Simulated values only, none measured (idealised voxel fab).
process module | voxel self aligned vias
The cross-section shown here is cut; it is 260 nm wide and divided into square cells measuring 5 nm on a side.
Throughout this document, each cross-section is represented as a grid of square cells and is presented as a sequence of bands enumerated from the top downward, where a band comprises one or more rows of cells.
Quick guide to a band line: top height, bottom height (nm) up front; then every material left to right with its width in nm. Only one material and it's marked "all across"? Then it fills the band edge to edge. And "blank" just means empty space.
Basically, 0 is our baseline, since under it the wafer straight out of the box is all one material. The bottom band has no lower end and keeps on going down, so it looks like "0 and below".
Quick explanation for "30..40": the width changes in equal steps down the rows of cells, from the first number in the band's top row to the second number in its bottom row.
Take "identical to before" at face value: in the step it is given for, the cross-section changed in none of its cells.
Empty spaces counting at least 8 cells and having no open way to the top are listed in "Closed void register". The notation width x height at distance is used for each, the distance being from the left edge and all three values in nm.
Post-settings text on a step line: simulator's own remark regarding the step.
overlay nm: on a step with a mask, how far right of its planned place the mask lay; negative means left.
# Planned process steps
1. RECEIVE [material Si]
2. CONFORMAL_DEP [material SiO2] [thk nm 15]
3. CONFORMAL_DEP [material SiCN] [thk nm 5]
4. DIRECTIONAL_DEP [material lowk] [thk nm 20]
5. PATTERN [tone open] [mask id LINES] [material resist] [width nm 20] [pitch nm 60] [thk nm 15] [overlay nm 0]
6. DIRECTIONAL_ETCH [etch materials lowk] [depth nm 20]
7. STRIP [etch materials resist]
8. CONFORMAL_DEP [material TiN] [thk nm 5]
9. FILL_DEP [material Ru] [thk nm 10]
10. CMP [height nm 40]
11. SELECTIVE_ETCH [etch materials W Ru TiN] [depth nm 10]
12. FILL_DEP [material SiN] [thk nm 5]
13. CMP [height nm 40]
14. DIRECTIONAL_DEP [material lowk] [thk nm 20]
15. MASKED_ETCH [tone open] [mask id VIAS] [width nm 40] [etch materials lowk] [depth nm 20] [overlay nm 0]
16. MASKED_ETCH [tone open] [mask id VIAS] [width nm 40] [etch materials SiN] [depth nm 10] [overlay nm 0]
17. CONFORMAL_DEP [material TiN] [thk nm 5]
18. FILL_DEP [material Cu] [thk nm 10]
19. CMP [height nm 60]
20. CONFORMAL_DEP [material SiCN] [thk nm 5]
# First of two wafers - as planned
# Here's what the wafer looked like in cross-section when it arrived - that's after step 1
    0 and below = Si all across
    Closed void register: none
# Cross-section of the wafer subsequent to step 2
    15 down to 0 = SiO2 all across
    Under the height 0 nothing was changed.
# Cross-section of the wafer subsequent to step 3
    20 down to 15 = SiCN all across
    Under the height 15 nothing was changed.
# Cross-section of the wafer subsequent to step 4
    40 down to 20 = lowk all across
    Under the height 20 nothing was changed.
# Cross-section of the wafer subsequent to step 5
    55 down to 40 = resist 90 nm / blank 20 nm / resist 40 nm / blank 20 nm / resist 90 nm
    Under the height 40 nothing was changed.
# Cross-section of the wafer subsequent to step 6
    55 down to 40 = resist 90 nm / blank 20 nm / resist 40 nm / blank 20 nm / resist 90 nm
    40 down to 20 = lowk 90 nm / blank 20 nm / lowk 40 nm / blank 20 nm / lowk 90 nm
    Under the height 20 nothing was changed.
# Cross-section of the wafer subsequent to step 7
    40 down to 20 = lowk 90 nm / blank 20 nm / lowk 40 nm / blank 20 nm / lowk 90 nm
    Under the height 20 nothing was changed.
# Cross-section of the wafer subsequent to step 8
    45 down to 40 = TiN 95 nm / blank 10 nm / TiN 50 nm / blank 10 nm / TiN 95 nm
    40 down to 25 = lowk 90 nm / TiN 5 nm / blank 10 nm / TiN 5 nm / lowk 40 nm / TiN 5 nm / blank 10 nm / TiN 5 nm / lowk 90 nm
    25 down to 20 = lowk 90 nm / TiN 20 nm / lowk 40 nm / TiN 20 nm / lowk 90 nm
    Under the height 20 nothing was changed.
# Cross-section of the wafer subsequent to step 9
    55 down to 45 = Ru all across
    45 down to 40 = TiN 95 nm / Ru 10 nm / TiN 50 nm / Ru 10 nm / TiN 95 nm
    40 down to 25 = lowk 90 nm / TiN 5 nm / Ru 10 nm / TiN 5 nm / lowk 40 nm / TiN 5 nm / Ru 10 nm / TiN 5 nm / lowk 90 nm
    Under the height 25 nothing was changed.
# Cross-section of the wafer subsequent to step 10
    40 down to 25 = lowk 90 nm / TiN 5 nm / Ru 10 nm / TiN 5 nm / lowk 40 nm / TiN 5 nm / Ru 10 nm / TiN 5 nm / lowk 90 nm
    Under the height 25 nothing was changed.
# Cross-section of the wafer subsequent to step 11
    40 down to 30 = lowk 90 nm / blank 20 nm / lowk 40 nm / blank 20 nm / lowk 90 nm
    Under the height 30 nothing was changed.
# Cross-section of the wafer subsequent to step 12
    45 down to 40 = SiN all across
    40 down to 30 = lowk 90 nm / SiN 20 nm / lowk 40 nm / SiN 20 nm / lowk 90 nm
    Under the height 30 nothing was changed.
# Cross-section of the wafer subsequent to step 13
    40 down to 30 = lowk 90 nm / SiN 20 nm / lowk 40 nm / SiN 20 nm / lowk 90 nm
    Under the height 30 nothing was changed.
# Cross-section of the wafer subsequent to step 14
    60 down to 40 = lowk all across
    Under the height 40 nothing was changed.
# Cross-section of the wafer subsequent to step 15
    60 down to 40 = lowk 80 nm / blank 40 nm / lowk 140 nm
    Under the height 40 nothing was changed.
# Cross-section of the wafer subsequent to step 16
    60 down to 40 = lowk 80 nm / blank 40 nm / lowk 140 nm
    40 down to 30 = lowk 90 nm / blank 20 nm / lowk 40 nm / SiN 20 nm / lowk 90 nm
    Under the height 30 nothing was changed.
# Cross-section of the wafer subsequent to step 17
    65 down to 60 = TiN 85 nm / blank 30 nm / TiN 145 nm
    60 down to 45 = lowk 80 nm / TiN 5 nm / blank 30 nm / TiN 5 nm / lowk 140 nm
    45 down to 40 = lowk 80 nm / TiN 15 nm / blank 10 nm / TiN 15 nm / lowk 140 nm
    40 down to 35 = lowk 90 nm / TiN 5 nm / blank 10 nm / TiN 5 nm / lowk 40 nm / SiN 20 nm / lowk 90 nm
    35 down to 30 = lowk 90 nm / TiN 20 nm / lowk 40 nm / SiN 20 nm / lowk 90 nm
    Under the height 30 nothing was changed.
# Cross-section of the wafer subsequent to step 18
    75 down to 65 = Cu all across
    65 down to 60 = TiN 85 nm / Cu 30 nm / TiN 145 nm
    60 down to 45 = lowk 80 nm / TiN 5 nm / Cu 30 nm / TiN 5 nm / lowk 140 nm
    45 down to 40 = lowk 80 nm / TiN 15 nm / Cu 10 nm / TiN 15 nm / lowk 140 nm
    40 down to 35 = lowk 90 nm / TiN 5 nm / Cu 10 nm / TiN 5 nm / lowk 40 nm / SiN 20 nm / lowk 90 nm
    Under the height 35 nothing was changed.
# Cross-section of the wafer subsequent to step 19
    60 down to 45 = lowk 80 nm / TiN 5 nm / Cu 30 nm / TiN 5 nm / lowk 140 nm
    Under the height 45 nothing was changed.
# Cross-section of the wafer subsequent to step 20
    65 down to 60 = SiCN all across
    Under the height 60 nothing was changed.
# Notes, second wafer: start = first wafer's, plan = first wafer's, execution had one mistake; history identical to first through step 18
Cross-section, second wafer, at the end time the plan gives for step 19: identical to before
# Cross-section, second wafer, at the end time the plan gives for step 20
    80 down to 75 = SiCN all across
    Under the height 75 nothing was changed.
Want to know what went wrong? step 19 of the plan was bypassed and not carried out
In the final state, the cell counts of the second wafer exceed or fall short of those of the first for the following materials: Cu: 110 more; TiN: 46 more
